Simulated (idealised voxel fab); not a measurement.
The following is a process module called voxel spacer lines.
cross-section cut | 280 nm wide | cells 5 nm
Think of the cross-section as a grid of square cells. We describe it in bands, top to bottom, and each band covers one or more rows of those cells.
Band: top height; bottom height; in nm. Then, left to right: material with width in nm, for each material. "everywhere": a single material spanning edge to edge. "blank": empty space.
We count height from 0. Below that, the starting wafer is all one material. The lowest band never ends at the bottom but goes on down; see "0 -> down" for how that is written.
It should be noted that a width expressed as "30->40" varies in equal increments from row to row of cells within the band, taking the value of the first number at the top row and that of the second number at the bottom row.
"no change" after a step means that no cell of the cross-section changed.
Enclosed voids (no open way to top), threshold 8 cells or more, entry "Sealed internal voids", notation width x height at distance, distance from left edge, nm.
Where a step's line continues beyond its settings, the continuation is a remark by the simulator itself on that step.
overlay nm: how far to the right of its planned place the mask lay on this masked step (negative: to the left).
The following list gives the planned process steps
1,RECEIVE [material Si]
2,CONFORMAL_DEP [material Al2O3] [thk nm 5]
3,DIRECTIONAL_DEP [material SiN] [thk nm 15]
4,DIRECTIONAL_DEP [material polySi] [thk nm 25]
5,PATTERN [tone cover] [mask id MANDREL] [material resist] [width nm 25] [pitch nm 70] [thk nm 30] [overlay nm 0]
6,DIRECTIONAL_ETCH [etch materials polySi] [depth nm 25]
7,STRIP [etch materials resist]
8,CONFORMAL_DEP [material SiO2] [thk nm 10]
9,DIRECTIONAL_ETCH [etch materials SiO2] [depth nm 10]
10,STRIP [etch materials polySi]
11,DIRECTIONAL_ETCH [etch materials SiN] [depth nm 15]
12,STRIP [etch materials SiO2]
Cross-section of the wafer upon arrival, representing the state reached after step 1
- 0 -> down  Si everywhere
- Sealed internal voids: none
Cross-sectional image of the first of two wafers at the end of the module, the run having proceeded as planned
- 20 -> 5  45 of blank; 10 of SiN; 25 of blank; 10 of SiN; 25 of blank; 10 of SiN; 25 of blank; 10 of SiN; 25 of blank; 10 of SiN; 25 of blank; 10 of SiN; 50 of blank
- 5 -> 0  Al2O3 everywhere
- 0 -> down  Si everywhere
- Sealed internal voids: none
Cross-section at end of module for the second wafer of two, which matched the first in starting point and plan and differed by one mistake in its processing
- 35 -> 20  45 of blank; 10 of SiN; 25 of blank; 10 of SiN; 25 of blank; 10 of SiN; 25 of blank; 10 of SiN; 25 of blank; 10 of SiN; 25 of blank; 10 of SiN; 50 of blank
- 20 -> 5  SiN everywhere
- 5 -> 0  Al2O3 everywhere
- 0 -> down  Si everywhere
- Sealed internal voids: none
What went wrong in running the wafer? step 3 of the plan saw execution twice
Once processing is complete, comparing cell counts shows that the second wafer has more or fewer of certain materials than the first: SiN: 168 more
